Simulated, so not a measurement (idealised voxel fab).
process module | voxel plated lines
cross-section cut | 200 nm wide | cells 5 nm
A cross-section is a grid of square cells, given in bands from the top down. A band is one or more rows of cells.
Each band's line starts with the height of the band's top and of its bottom, in nm. Then come its materials from left to right, each with its width in nm. One material with "throughout" fills the band from edge to edge. "air" is empty space.
Height 0 is the level under which the wafer as received is all one material. The lowest band goes on downwards, as in "0 down".
A width such as "30 to 40" changes by the same amount from each row of cells to the next, from the band's top row to its bottom row.
"no change" after a step means that no cell of the cross-section changed.
closed voids: empty space of 8 cells or more with no open way to the top, each as width x height at its distance from the left edge, in nm
after a step's settings: what the simulator itself notes on the step
overlay nm, on a step with a mask: how far to the right of its planned place the mask lay; to the left if negative
plan
1 op RECEIVE | material Si
2 op CONFORMAL_DEP | material Al2O3 | thk nm 10
3 op DIRECTIONAL_DEP | material TiN | thk nm 5
4 op PATTERN | tone open | mask id LINES | material resist | width nm 25 | pitch nm 55 | thk nm 35 | overlay nm 0
5 op EPI | material Ru | thk nm 10
6 op EPI | material Ru | thk nm 5
7 op EPI | material Ru | thk nm 5
8 op STRIP | etch materials resist
9 op DIRECTIONAL_ETCH | etch materials TiN | depth nm 5
10 op CONFORMAL_DEP | material SiN | thk nm 10
first wafer, as planned
as received, after step 1
  0 down: Si throughout
  closed voids: none
after step 2
  10 to 0: Al2O3 throughout
  below 0: unchanged
after step 3
  15 to 10: TiN throughout
  below 10: unchanged
after step 4
  50 to 15: resist 60 | air 25 | resist 30 | air 25 | resist 60
  below 15: unchanged
after step 5
  50 to 25: resist 60 | air 25 | resist 30 | air 25 | resist 60
  25 to 15: resist 60 | Ru 25 | resist 30 | Ru 25 | resist 60
  below 15: unchanged
after step 6
  50 to 30: resist 60 | air 25 | resist 30 | air 25 | resist 60
  30 to 15: resist 60 | Ru 25 | resist 30 | Ru 25 | resist 60
  below 15: unchanged
after step 7
  50 to 35: resist 60 | air 25 | resist 30 | air 25 | resist 60
  35 to 15: resist 60 | Ru 25 | resist 30 | Ru 25 | resist 60
  below 15: unchanged
after step 8
  35 to 15: air 60 | Ru 25 | air 30 | Ru 25 | air 60
  below 15: unchanged
after step 9
  35 to 15: air 60 | Ru 25 | air 30 | Ru 25 | air 60
  15 to 10: air 60 | TiN 25 | air 30 | TiN 25 | air 60
  below 10: unchanged
after step 10
  45 to 35: air 50 | SiN 45 | air 10 | SiN 45 | air 50
  35 to 20: air 50 | SiN 10 | Ru 25 | SiN 10 | air 10 | SiN 10 | Ru 25 | SiN 10 | air 50
  20 to 15: SiN 60 | Ru 25 | SiN 30 | Ru 25 | SiN 60
  15 to 10: SiN 60 | TiN 25 | SiN 30 | TiN 25 | SiN 60
  below 10: unchanged
second wafer: like start, like plan, one mistake. Through step 1 it matches the first wafer
when step 2 should have ended
  10 to 0: SiN throughout
  below 0: unchanged
when step 3 should have ended
  15 to 10: TiN throughout
  below 10: unchanged
when step 4 should have ended
  50 to 15: resist 60 | air 25 | resist 30 | air 25 | resist 60
  below 15: unchanged
when step 5 should have ended
  50 to 25: resist 60 | air 25 | resist 30 | air 25 | resist 60
  25 to 15: resist 60 | Ru 25 | resist 30 | Ru 25 | resist 60
  below 15: unchanged
when step 6 should have ended
  50 to 30: resist 60 | air 25 | resist 30 | air 25 | resist 60
  30 to 15: resist 60 | Ru 25 | resist 30 | Ru 25 | resist 60
  below 15: unchanged
when step 7 should have ended
  50 to 35: resist 60 | air 25 | resist 30 | air 25 | resist 60
  35 to 15: resist 60 | Ru 25 | resist 30 | Ru 25 | resist 60
  below 15: unchanged
when step 8 should have ended
  35 to 15: air 60 | Ru 25 | air 30 | Ru 25 | air 60
  below 15: unchanged
when step 9 should have ended
  35 to 15: air 60 | Ru 25 | air 30 | Ru 25 | air 60
  15 to 10: air 60 | TiN 25 | air 30 | TiN 25 | air 60
  below 10: unchanged
when step 10 should have ended
  45 to 35: air 50 | SiN 45 | air 10 | SiN 45 | air 50
  35 to 20: air 50 | SiN 10 | Ru 25 | SiN 10 | air 10 | SiN 10 | Ru 25 | SiN 10 | air 50
  20 to 15: SiN 60 | Ru 25 | SiN 30 | Ru 25 | SiN 60
  15 to 10: SiN 60 | TiN 25 | SiN 30 | TiN 25 | SiN 60
  below 10: unchanged
what went wrong: step 2 ran as: op CONFORMAL_DEP | material SiN | thk nm 10
at the end the second wafer has, in cells: 80 fewer of Al2O3 | 80 more of SiN
